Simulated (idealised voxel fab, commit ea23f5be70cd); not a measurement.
process module | voxel fin reveal
cross-section cut | 195 nm wide | cells 5 nm
A cross-section is a grid of square cells, given in bands from the top down. A band is one or more rows of cells.
Each band's line starts with the height of the band's top and of its bottom, in nm. Then come its materials from left to right, each with its width in nm. One material with "throughout" fills the band from edge to edge. "air" is empty space.
Height 0 is the level under which the wafer as received is all one material. The lowest band goes on downwards, as in "0 down".
A width such as "30 to 40" changes by the same amount from each row of cells to the next, from the band's top row to its bottom row.
"no change" after a step means that no cell of the cross-section changed.
closed voids: empty space of 8 cells or more with no open way to the top, each as width x height at its distance from the left edge, in nm
after a step's settings: what the simulator itself notes on the step
overlay nm, on a step with a mask: how far to the right of its planned place the mask lay; to the left if negative
plan
1 op RECEIVE | material Si
2 op CONFORMAL_DEP | material SiN | thk nm 5
3 op PATTERN | tone cover | mask id FINS | material resist | width nm 15 | pitch nm 35 | thk nm 20 | overlay nm 0
4 op DIRECTIONAL_ETCH | etch materials SiN | depth nm 5
5 op DIRECTIONAL_ETCH | etch materials Si | depth nm 40
6 op STRIP | etch materials resist
7 op FILL_DEP | material SiO2 | thk nm 10
8 op CMP | height nm 5
9 op SELECTIVE_ETCH | etch materials SiO2 | depth nm 30
10 op STRIP | etch materials SiN
11 op CONFORMAL_DEP | material SiO2 | thk nm 5
as received, after step 1
  0 down: Si throughout
  closed voids: none
first wafer at the end, as planned
  5 to 0: air 65 | SiO2 25 | air 10 | SiO2 25 | air 70
  0 to -20: air 65 | SiO2 5 | Si 15 | SiO2 5 | air 10 | SiO2 5 | Si 15 | SiO2 5 | air 70
  -20 to -40: SiO2 70 | Si 15 | SiO2 20 | Si 15 | SiO2 75
  -40 down: Si throughout
  closed voids: none
second wafer at the end: like start, like plan, one mistake
  5 to 0: air 65 | SiO2 25 | air 10 | SiO2 25 | air 70
  0 to -20: air 65 | SiO2 5 | Si 15 | SiO2 5 | air 10 | SiO2 5 | Si 15 | SiO2 5 | air 70
  -20 to -45: SiO2 70 | Si 15 | SiO2 20 | Si 15 | SiO2 75
  -45 down: Si throughout
  closed voids: none
what went wrong: step 5 ran as: op DIRECTIONAL_ETCH | etch materials Si | depth nm 45
at the end the second wafer has, in cells: 33 fewer of Si | 33 more of SiO2
